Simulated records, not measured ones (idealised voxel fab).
The name of this process module is voxel wiring stack.
cross-section cut | 175 nm wide | cells 5 nm
When this document writes out a cross-section, it uses a grid of square cells and lists it as bands, beginning at the top and moving down, with a band standing for one or more rows of cells. For a band, the entry starts with two heights in nm, that of the top and then that of the bottom, and carries on with the band's materials in order from left to right, each alongside its width in nm; the word "edge to edge" beside a single material means it fills the band edge to edge, and "blank" means empty space. A quick word on heights: they are counted from 0, and under that level the wafer as it came to us is one material throughout. The lowest band is different from the rest in having no bottom; it simply continues downward, written as in "0 and below". Think of "30->40" as a width that walks from the first number to the second as you go down the band, top row to bottom row, taking equal-sized steps from row to row. "nothing different" means the step left every cell of the cross-section as it was. Enclosed voids (no open way to top), threshold 8 cells or more, entry "Entrapped void list", notation width x height at distance, distance from left edge, nm. after a step's settings: what the simulator itself notes on the step. If you see "overlay nm" on a step's line and that step has a mask, it's telling you how far right of where it was planned the mask ended up; a negative number means it went left instead.

[The planned process steps are enumerated hereunder]
1 RECEIVE, material Si
2 CONFORMAL_DEP, material SiO2, thk nm 10
3 DIRECTIONAL_DEP, material TiN, thk nm 5
4 DIRECTIONAL_DEP, material W, thk nm 15
5 PATTERN, tone cover, mask id METAL_1, material resist, width nm 30, pitch nm 55, thk nm 15, overlay nm 0
6 DIRECTIONAL_ETCH, etch materials W, depth nm 15
7 DIRECTIONAL_ETCH, etch materials TiN, depth nm 5
8 STRIP, etch materials resist
9 FILL_DEP, material lowk, thk nm 5
10 CMP, height nm 30
11 CONFORMAL_DEP, material SiCN, thk nm 5
12 DIRECTIONAL_DEP, material SiO2, thk nm 35
13 PATTERN, tone open, mask id METAL_2, material resist, width nm 30, pitch nm 55, thk nm 20, overlay nm 0
14 DIRECTIONAL_ETCH, etch materials SiO2, depth nm 20
15 STRIP, etch materials resist
16 PATTERN, tone open, mask id METAL_2_HOLES, material resist, width nm 15, pitch nm 55, thk nm 20, overlay nm 0
17 DIRECTIONAL_ETCH, etch materials SiO2, depth nm 15
18 DIRECTIONAL_ETCH, etch materials SiCN, depth nm 5
19 STRIP, etch materials resist
20 CONFORMAL_DEP, material TiN, thk nm 5
21 FILL_DEP, material Cu, thk nm 5
22 CMP, height nm 70
23 CONFORMAL_DEP, material SiCN, thk nm 5

[Cross-section of the incoming wafer, state after step 1]
> 0 and below | Si edge to edge
> Entrapped void list: none

[Cross-sectional view of the first of the two wafers upon completion of the module, processed in accordance with the plan]
> 75 down to 70 | SiCN edge to edge
> 70 down to 55 | 15 SiO2, 5 TiN, 20 Cu, 5 TiN, 25 SiO2, 5 TiN, 20 Cu, 5 TiN, 25 SiO2, 5 TiN, 20 Cu, 5 TiN, 20 SiO2
> 55 down to 50 | 15 SiO2, 5 TiN, 5 Cu, 20 TiN, 25 SiO2, 5 TiN, 5 Cu, 20 TiN, 25 SiO2, 5 TiN, 5 Cu, 20 TiN, 20 SiO2
> 50 down to 35 | 15 SiO2, 5 TiN, 5 Cu, 5 TiN, 40 SiO2, 5 TiN, 5 Cu, 5 TiN, 40 SiO2, 5 TiN, 5 Cu, 5 TiN, 35 SiO2
> 35 down to 30 | 15 SiCN, 15 TiN, 40 SiCN, 15 TiN, 40 SiCN, 15 TiN, 35 SiCN
> 30 down to 15 | 15 lowk, 30 W, 25 lowk, 30 W, 25 lowk, 30 W, 20 lowk
> 15 down to 10 | 15 lowk, 30 TiN, 25 lowk, 30 TiN, 25 lowk, 30 TiN, 20 lowk
> 10 down to 0 | SiO2 edge to edge
> 0 and below | Si edge to edge
> Entrapped void list: none

[Same start, same plan as the first wafer - but one mistake in the run. Cross-section of the second of the two at the end of the module]
> 75 down to 70 | SiCN edge to edge
> 70 down to 55 | 15 SiO2, 5 TiN, 20 lowk, 5 TiN, 25 SiO2, 5 TiN, 20 lowk, 5 TiN, 25 SiO2, 5 TiN, 20 lowk, 5 TiN, 20 SiO2
> 55 down to 50 | 15 SiO2, 5 TiN, 5 lowk, 20 TiN, 25 SiO2, 5 TiN, 5 lowk, 20 TiN, 25 SiO2, 5 TiN, 5 lowk, 20 TiN, 20 SiO2
> 50 down to 35 | 15 SiO2, 5 TiN, 5 lowk, 5 TiN, 40 SiO2, 5 TiN, 5 lowk, 5 TiN, 40 SiO2, 5 TiN, 5 lowk, 5 TiN, 35 SiO2
> 35 down to 30 | 15 SiCN, 15 TiN, 40 SiCN, 15 TiN, 40 SiCN, 15 TiN, 35 SiCN
> 30 down to 15 | 15 lowk, 30 W, 25 lowk, 30 W, 25 lowk, 30 W, 20 lowk
> 15 down to 10 | 15 lowk, 30 TiN, 25 lowk, 30 TiN, 25 lowk, 30 TiN, 20 lowk
> 10 down to 0 | SiO2 edge to edge
> 0 and below | Si edge to edge
> Entrapped void list: none
What was the processing mistake? step 21 changed vs plan, executed as FILL_DEP, material lowk, thk nm 5
Final cells, second wafer relative to first, materials higher or lower: 48 fewer of Cu; 48 more of lowk
